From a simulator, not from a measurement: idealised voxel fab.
Process module under the name voxel spacer lines
We display cut, a cross-section 280 nm in width whose square cells are each 5 nm.
In what follows, cross-sections appear as grids of square cells, described through bands that run from the top down, where every band is one or more rows of cells.
Band: top and bottom heights (nm) first, top before bottom; then materials from left to right, widths in nm. "full width" marks a sole material filling the band edge to edge. "air" denotes empty space.
Heights are reckoned from 0. Under this level, the received wafer is all of one material. The bottommost band is open-ended downward, for example "0 nm and below".
Think of "30..40" as a width that walks from the first number to the second as you go down the band, top row to bottom row, taking equal-sized steps from row to row.
Step marked "nothing got changed"? Then no cell in the cross-section changed in it.
"Unvented cavities" specifies each empty space that is not open to the top and that occupies no fewer than 8 cells, using the form width x height at distance, the distance measured from the left edge and all three quantities in nm.
On a step's line, text after the settings is the simulator commenting on that step.
When a step includes a mask, the "overlay nm" setting on its line states how far to the right of its planned place that mask lay, and negative values state how far to the left.
# The steps planned for the process are as follows
1. RECEIVE | material Si
2. CONFORMAL_DEP | material Al2O3 | thk nm 10
3. DIRECTIONAL_DEP | material SiN | thk nm 10
4. DIRECTIONAL_DEP | material aC | thk nm 20
5. PATTERN | tone cover | mask id MANDREL | material resist | width nm 15 | pitch nm 50 | thk nm 25 | overlay nm 0
6. DIRECTIONAL_ETCH | etch materials aC | depth nm 20
7. STRIP | etch materials resist
8. CONFORMAL_DEP | material SiO2 | thk nm 10
9. DIRECTIONAL_ETCH | etch materials SiO2 | depth nm 10
10. STRIP | etch materials aC
11. DIRECTIONAL_ETCH | etch materials SiN | depth nm 10
12. STRIP | etch materials SiO2
13. FILL_DEP | material SiO2 | thk nm 10
14. CMP | height nm 20
# Wafer cross-section on receipt, i.e. after step 1
* 0 nm and below: Si full width
* Unvented cavities: none
# Wafer cross-section at end of module: start and plan as shown above, one execution error
* 20 nm to 10 nm: SiO2 full width
* 10 nm to 0 nm: SiO2: 95; SiN: 10; SiO2: 15; SiN: 10; SiO2: 15; SiN: 10; SiO2: 15; SiN: 10; SiO2: 100
* 0 nm and below: Si full width
* Unvented cavities: none
The plan and the run diverged here: skipped: plan step 2 (never run)
